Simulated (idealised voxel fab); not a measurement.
This is a process module. Its name is voxel double patterning.
Square cells of 5 nm make up the cross-section cut, whose width is 200 nm.
In this document a cross-section is written as a grid of square cells. It is given as a series of bands, listed from the top down, and a band is one or more rows of cells.
Top height, bottom height, nm. Materials left to right, width each, nm. Single material + "edge to edge" = fills band edge to edge. "air" = empty.
Where do heights start? At 0: under that level the wafer as delivered is made of one material only. And the lowest band has no floor; it just carries on downward, as in "0 -> down".
Width "30..40": first value at the band's top row of cells, second value at its bottom row, equal change from row to row.
Where the words "remains unaltered" appear for a step, the cross-section shows no cell changed by that step; every cell remained as before.
Empty spaces without an open route to the top, at least 8 cells in extent, make up the entry "Closed void listing"; each is given as width x height at distance, where the distance is measured from the left edge, and all are in nm.
Step line, after settings: the simulator's comment on this step.
overlay nm: mask offset rightward from planned place, masked step; negative means leftward offset.

[These are the steps we planned for the process]
1,RECEIVE [material Si]
2,CONFORMAL_DEP [material SiO2] [thk nm 10]
3,DIRECTIONAL_DEP [material W] [thk nm 10]
4,DIRECTIONAL_DEP [material SiN] [thk nm 10]
5,MASKED_ETCH [tone open] [mask id FIRST] [width nm 15] [pitch nm 50] [etch materials SiN] [depth nm 10] [overlay nm 0]
6,MASKED_ETCH [tone open] [mask id SECOND] [width nm 15] [etch materials SiN] [depth nm 10] [overlay nm 0]
7,DIRECTIONAL_ETCH [etch materials W] [depth nm 10]
8,STRIP [etch materials SiN]

[Received-state cross-section, reflecting completion of step 1]
> 0 -> down = Si edge to edge
> Closed void listing: none

[Here's the wafer cut in cross-section after the module, started and planned just like above, except one thing was done wrong in the run]
> 20 -> 10 = W 65 nm / air 15 nm / W 15 nm / air 15 nm / W 5 nm / air 15 nm / W 70 nm
> 10 -> 0 = SiO2 edge to edge
> 0 -> down = Si edge to edge
> Closed void listing: none
What broke from the plan during processing? step 6 was not run as planned; what actually ran was MASKED_ETCH [tone open] [mask id SECOND] [width nm 15] [etch materials SiN] [depth nm 10] [overlay nm 5]
